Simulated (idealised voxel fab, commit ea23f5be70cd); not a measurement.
Process module, titled voxel self aligned vias
cross-section cut | 265 nm wide | cells 5 nm
Heads up, the way a cross-section reads in here is a grid of square cells, handed over as bands from the top down, with every band being one or more rows of cells. Heads up on the band format: heights come first, top then bottom, in nm. After that it's the materials left to right, each with its width in nm. A single material flagged "all across" fills the whole band edge to edge, and "empty" means there's empty space there. Basically, 0 is our baseline, since under it the wafer straight out of the box is all one material. The bottom band has no lower end and keeps on going down, so it looks like "0 and below". When a width is written as two numbers, as in "30->40", the first number is the width in the top row of cells of the band and the second is the width in its bottom row, and the width changes by the same amount from each row to the next. When a step is marked "identical to before", none of the cells in the cross-section changed during that step. Enclosed void inventory: empty space of 8 cells or more with no open way to the top, each as width x height at its distance from the left edge, in nm. It should be noted that, on the line of a given step, the content following the step's settings is a remark produced by the simulator itself with respect to that step. Regarding "overlay nm": on a step with a mask, it is the distance the mask lay to the right of its planned place; a negative value places it to the left.
These are the steps we planned for the process
- 1: op RECEIVE | material Si
- 2: op CONFORMAL_DEP | material SiO2 | thk nm 10
- 3: op CONFORMAL_DEP | material SiCN | thk nm 5
- 4: op DIRECTIONAL_DEP | material SiO2 | thk nm 25
- 5: op MASKED_ETCH | tone open | mask id LINES | width nm 25 | pitch nm 60 | etch materials SiO2 | depth nm 25 | overlay nm 0
- 6: op CONFORMAL_DEP | material TiN | thk nm 5
- 7: op FILL_DEP | material W | thk nm 10
- 8: op CMP | height nm 40
- 9: op SELECTIVE_ETCH | etch materials W Ru TiN | depth nm 5
- 10: op FILL_DEP | material SiN | thk nm 10
- 11: op CMP | height nm 40
- 12: op DIRECTIONAL_DEP | material SiO2 | thk nm 20
- 13: op PATTERN | tone open | mask id VIAS | material resist | width nm 35 | pitch nm 120 | thk nm 20 | overlay nm 0
- 14: op DIRECTIONAL_ETCH | etch materials SiO2 | depth nm 20
- 15: op DIRECTIONAL_ETCH | etch materials SiN | depth nm 5
- 16: op STRIP | etch materials resist
- 17: op CONFORMAL_DEP | material TiN | thk nm 5
- 18: op FILL_DEP | material Ru | thk nm 5
- 19: op CMP | height nm 60
- 20: op CONFORMAL_DEP | material SiN | thk nm 5
First wafer out of two, processed as planned
Cross-section, incoming material, after step 1
0 and below = Si all across
Enclosed void inventory: none
The following cross-section depicts the wafer upon completion of step 2
10 down to 0 = SiO2 all across
Rest of section, below 0: as before.
The following cross-section depicts the wafer upon completion of step 3
15 down to 10 = SiCN all across
Rest of section, below 10: as before.
The following cross-section depicts the wafer upon completion of step 4
40 down to 15 = SiO2 all across
Rest of section, below 15: as before.
The following cross-section depicts the wafer upon completion of step 5
40 down to 15 = SiO2: 60 | empty: 25 | SiO2: 35 | empty: 25 | SiO2: 35 | empty: 25 | SiO2: 60
Rest of section, below 15: as before.
The following cross-section depicts the wafer upon completion of step 6
45 down to 40 = TiN: 65 | empty: 15 | TiN: 45 | empty: 15 | TiN: 45 | empty: 15 | TiN: 65
40 down to 20 = SiO2: 60 | TiN: 5 | empty: 15 | TiN: 5 | SiO2: 35 | TiN: 5 | empty: 15 | TiN: 5 | SiO2: 35 | TiN: 5 | empty: 15 | TiN: 5 | SiO2: 60
20 down to 15 = SiO2: 60 | TiN: 25 | SiO2: 35 | TiN: 25 | SiO2: 35 | TiN: 25 | SiO2: 60
Rest of section, below 15: as before.
The following cross-section depicts the wafer upon completion of step 7
55 down to 45 = W all across
45 down to 40 = TiN: 65 | W: 15 | TiN: 45 | W: 15 | TiN: 45 | W: 15 | TiN: 65
40 down to 20 = SiO2: 60 | TiN: 5 | W: 15 | TiN: 5 | SiO2: 35 | TiN: 5 | W: 15 | TiN: 5 | SiO2: 35 | TiN: 5 | W: 15 | TiN: 5 | SiO2: 60
Rest of section, below 20: as before.
The following cross-section depicts the wafer upon completion of step 8
40 down to 20 = SiO2: 60 | TiN: 5 | W: 15 | TiN: 5 | SiO2: 35 | TiN: 5 | W: 15 | TiN: 5 | SiO2: 35 | TiN: 5 | W: 15 | TiN: 5 | SiO2: 60
Rest of section, below 20: as before.
The following cross-section depicts the wafer upon completion of step 9
40 down to 35 = SiO2: 60 | empty: 25 | SiO2: 35 | empty: 25 | SiO2: 35 | empty: 25 | SiO2: 60
Rest of section, below 35: as before.
The following cross-section depicts the wafer upon completion of step 10
50 down to 40 = SiN all across
40 down to 35 = SiO2: 60 | SiN: 25 | SiO2: 35 | SiN: 25 | SiO2: 35 | SiN: 25 | SiO2: 60
Rest of section, below 35: as before.
The following cross-section depicts the wafer upon completion of step 11
40 down to 35 = SiO2: 60 | SiN: 25 | SiO2: 35 | SiN: 25 | SiO2: 35 | SiN: 25 | SiO2: 60
Rest of section, below 35: as before.
The following cross-section depicts the wafer upon completion of step 12
60 down to 40 = SiO2 all across
Rest of section, below 40: as before.
The following cross-section depicts the wafer upon completion of step 13
80 down to 60 = resist: 55 | empty: 35 | resist: 85 | empty: 35 | resist: 55
Rest of section, below 60: as before.
The following cross-section depicts the wafer upon completion of step 14
80 down to 60 = resist: 55 | empty: 35 | resist: 85 | empty: 35 | resist: 55
60 down to 40 = SiO2: 55 | empty: 35 | SiO2: 85 | empty: 35 | SiO2: 55
Rest of section, below 40: as before.
The following cross-section depicts the wafer upon completion of step 15
80 down to 60 = resist: 55 | empty: 35 | resist: 85 | empty: 35 | resist: 55
60 down to 40 = SiO2: 55 | empty: 35 | SiO2: 85 | empty: 35 | SiO2: 55
40 down to 35 = SiO2: 60 | empty: 25 | SiO2: 35 | SiN: 25 | SiO2: 35 | empty: 25 | SiO2: 60
Rest of section, below 35: as before.
The following cross-section depicts the wafer upon completion of step 16
60 down to 40 = SiO2: 55 | empty: 35 | SiO2: 85 | empty: 35 | SiO2: 55
Rest of section, below 40: as before.
The following cross-section depicts the wafer upon completion of step 17
65 down to 60 = TiN: 60 | empty: 25 | TiN: 95 | empty: 25 | TiN: 60
60 down to 45 = SiO2: 55 | TiN: 5 | empty: 25 | TiN: 5 | SiO2: 85 | TiN: 5 | empty: 25 | TiN: 5 | SiO2: 55
45 down to 40 = SiO2: 55 | TiN: 10 | empty: 15 | TiN: 10 | SiO2: 85 | TiN: 10 | empty: 15 | TiN: 10 | SiO2: 55
40 down to 35 = SiO2: 60 | TiN: 25 | SiO2: 35 | SiN: 25 | SiO2: 35 | TiN: 25 | SiO2: 60
Rest of section, below 35: as before.
The following cross-section depicts the wafer upon completion of step 18
70 down to 65 = Ru all across
65 down to 60 = TiN: 60 | Ru: 25 | TiN: 95 | Ru: 25 | TiN: 60
60 down to 45 = SiO2: 55 | TiN: 5 | Ru: 25 | TiN: 5 | SiO2: 85 | TiN: 5 | Ru: 25 | TiN: 5 | SiO2: 55
45 down to 40 = SiO2: 55 | TiN: 10 | Ru: 15 | TiN: 10 | SiO2: 85 | TiN: 10 | Ru: 15 | TiN: 10 | SiO2: 55
Rest of section, below 40: as before.
The following cross-section depicts the wafer upon completion of step 19
60 down to 45 = SiO2: 55 | TiN: 5 | Ru: 25 | TiN: 5 | SiO2: 85 | TiN: 5 | Ru: 25 | TiN: 5 | SiO2: 55
Rest of section, below 45: as before.
The following cross-section depicts the wafer upon completion of step 20
65 down to 60 = SiN all across
Rest of section, below 60: as before.
Wafer two of the pair: same origin, same plan, one error during the run; identical to wafer one up to and including step 12
Cross-section of the second wafer at the time step 13 of the plan should have ended
80 down to 60 = resist: 65 | empty: 35 | resist: 85 | empty: 35 | resist: 45
Rest of section, below 60: as before.
Cross-section of the second wafer at the time step 14 of the plan should have ended
80 down to 60 = resist: 65 | empty: 35 | resist: 85 | empty: 35 | resist: 45
60 down to 40 = SiO2: 65 | empty: 35 | SiO2: 85 | empty: 35 | SiO2: 45
Rest of section, below 40: as before.
Cross-section of the second wafer at the time step 15 of the plan should have ended
80 down to 60 = resist: 65 | empty: 35 | resist: 85 | empty: 35 | resist: 45
60 down to 40 = SiO2: 65 | empty: 35 | SiO2: 85 | empty: 35 | SiO2: 45
40 down to 35 = SiO2: 60 | SiN: 5 | empty: 20 | SiO2: 35 | SiN: 25 | SiO2: 35 | SiN: 5 | empty: 20 | SiO2: 60
Rest of section, below 35: as before.
Cross-section of the second wafer at the time step 16 of the plan should have ended
60 down to 40 = SiO2: 65 | empty: 35 | SiO2: 85 | empty: 35 | SiO2: 45
Rest of section, below 40: as before.
Cross-section of the second wafer at the time step 17 of the plan should have ended
65 down to 60 = TiN: 70 | empty: 25 | TiN: 95 | empty: 25 | TiN: 50
60 down to 45 = SiO2: 65 | TiN: 5 | empty: 25 | TiN: 5 | SiO2: 85 | TiN: 5 | empty: 25 | TiN: 5 | SiO2: 45
45 down to 40 = SiO2: 65 | TiN: 5 | empty: 10 | TiN: 20 | SiO2: 85 | TiN: 5 | empty: 10 | TiN: 20 | SiO2: 45
40 down to 35 = SiO2: 60 | SiN: 5 | TiN: 20 | SiO2: 35 | SiN: 25 | SiO2: 35 | SiN: 5 | TiN: 20 | SiO2: 60
Rest of section, below 35: as before.
Cross-section of the second wafer at the time step 18 of the plan should have ended
70 down to 65 = Ru all across
65 down to 60 = TiN: 70 | Ru: 25 | TiN: 95 | Ru: 25 | TiN: 50
60 down to 45 = SiO2: 65 | TiN: 5 | Ru: 25 | TiN: 5 | SiO2: 85 | TiN: 5 | Ru: 25 | TiN: 5 | SiO2: 45
45 down to 40 = SiO2: 65 | TiN: 5 | Ru: 10 | TiN: 20 | SiO2: 85 | TiN: 5 | Ru: 10 | TiN: 20 | SiO2: 45
Rest of section, below 40: as before.
Cross-section of the second wafer at the time step 19 of the plan should have ended
60 down to 45 = SiO2: 65 | TiN: 5 | Ru: 25 | TiN: 5 | SiO2: 85 | TiN: 5 | Ru: 25 | TiN: 5 | SiO2: 45
Rest of section, below 45: as before.
Cross-section of the second wafer at the time step 20 of the plan should have ended
65 down to 60 = SiN all across
Rest of section, below 60: as before.
Here's what went sideways: so step 13 ended up running with a different setting than we planned, it ran as op PATTERN | tone open | mask id VIAS | material resist | width nm 35 | pitch nm 120 | thk nm 20 | overlay nm 10
Final difference in cells, second wafer against first, listed per material as more or fewer: Ru: 2 fewer | SiN: 2 more
